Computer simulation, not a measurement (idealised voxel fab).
The document below concerns the process module designated voxel self aligned contacts.
Square cell edge 5 nm, section width 280 nm, ID cut.
In what follows, cross-sections appear as grids of square cells, described through bands that run from the top down, where every band is one or more rows of cells.
What a band's entry tells you: where the top is and where the bottom is, as heights in nm, and after that what lies inside, material by material from left to right, each with its width in nm. Empty space is written as the word "empty", and a single material marked with the word "full width" occupies the band from edge to edge.
Heights from 0 (as-received wafer is one material below). Bottom band endless downward, as "top 0, no bottom".
The two numbers in a width such as "30..40" mark its ends across the band: the first belongs to the top row of cells, the second to the bottom row, and from each row to the next the width moves by the same amount.
"no alteration" (step): cross-section cells unchanged, all of them.
Look at "Sealed internal cavities" for the closed voids: empty spaces with no open path to the top, sized 8 cells or up. Each is width x height at distance, distance from the left edge, all nm.
What comes after the settings on a step's line is commentary from the simulator itself on that step.
overlay nm, on a step with a mask: how far to the right of its planned place the mask lay; to the left if negative

Intended process steps
1: RECEIVE,material Si
2: CONFORMAL_DEP,material SiO2,thk nm 5
3: DIRECTIONAL_DEP,material polySi,thk nm 20
4: DIRECTIONAL_DEP,material SiN,thk nm 15
5: PATTERN,tone cover,mask id GATE,material resist,width nm 25,pitch nm 50,thk nm 20,overlay nm 0
6: DIRECTIONAL_ETCH,etch materials SiN,depth nm 15
7: DIRECTIONAL_ETCH,etch materials polySi,depth nm 10
8: STRIP,etch materials resist
9: CONFORMAL_DEP,material SiN,thk nm 5
10: DIRECTIONAL_ETCH,etch materials SiN,depth nm 5
11: FILL_DEP,material SiO2,thk nm 15
12: CMP,height nm 45
13: MASKED_ETCH,tone open,mask id CONTACT,width nm 35,etch materials SiO2,depth nm 45,overlay nm 0
14: CONFORMAL_DEP,material TiN,thk nm 5
15: FILL_DEP,material W,thk nm 10
16: CMP,height nm 45
17: CONFORMAL_DEP,material SiCN,thk nm 5
Where the wafers of this document differ is in the depth nm of step 7; they start out the same, and the plan states the value that applied to the first wafer.

Cross-section of the first of several wafers as received (after step 1)
* top 0, no bottom  Si full width
* Sealed internal cavities: none

Quick key for the table: a row per wafer, taken at the end of the module. For each material it tells you how many cells the wafer gained (+) or lost (-) since it came in, and the closed voids come after
depth nm 10, +56 SiCN, +50 SiN, +300 SiO2, +17 TiN, +5 W, +132 polySi, Sealed internal cavities: none
depth nm 15, +56 SiCN, +54 SiN, +339 SiO2, +19 TiN, +6 W, +86 polySi, Sealed internal cavities: none
depth nm 20, +56 SiCN, +58 SiN, +375 SiO2, +23 TiN, +8 W, +40 polySi, Sealed internal cavities: none
depth nm 25, +56 SiCN, +58 SiN, +375 SiO2, +23 TiN, +8 W, +40 polySi, Sealed internal cavities: none
depth nm 30, +56 SiCN, +58 SiN, +375 SiO2, +23 TiN, +8 W, +40 polySi, Sealed internal cavities: none
depth nm 35, +56 SiCN, +58 SiN, +375 SiO2, +23 TiN, +8 W, +40 polySi, Sealed internal cavities: none
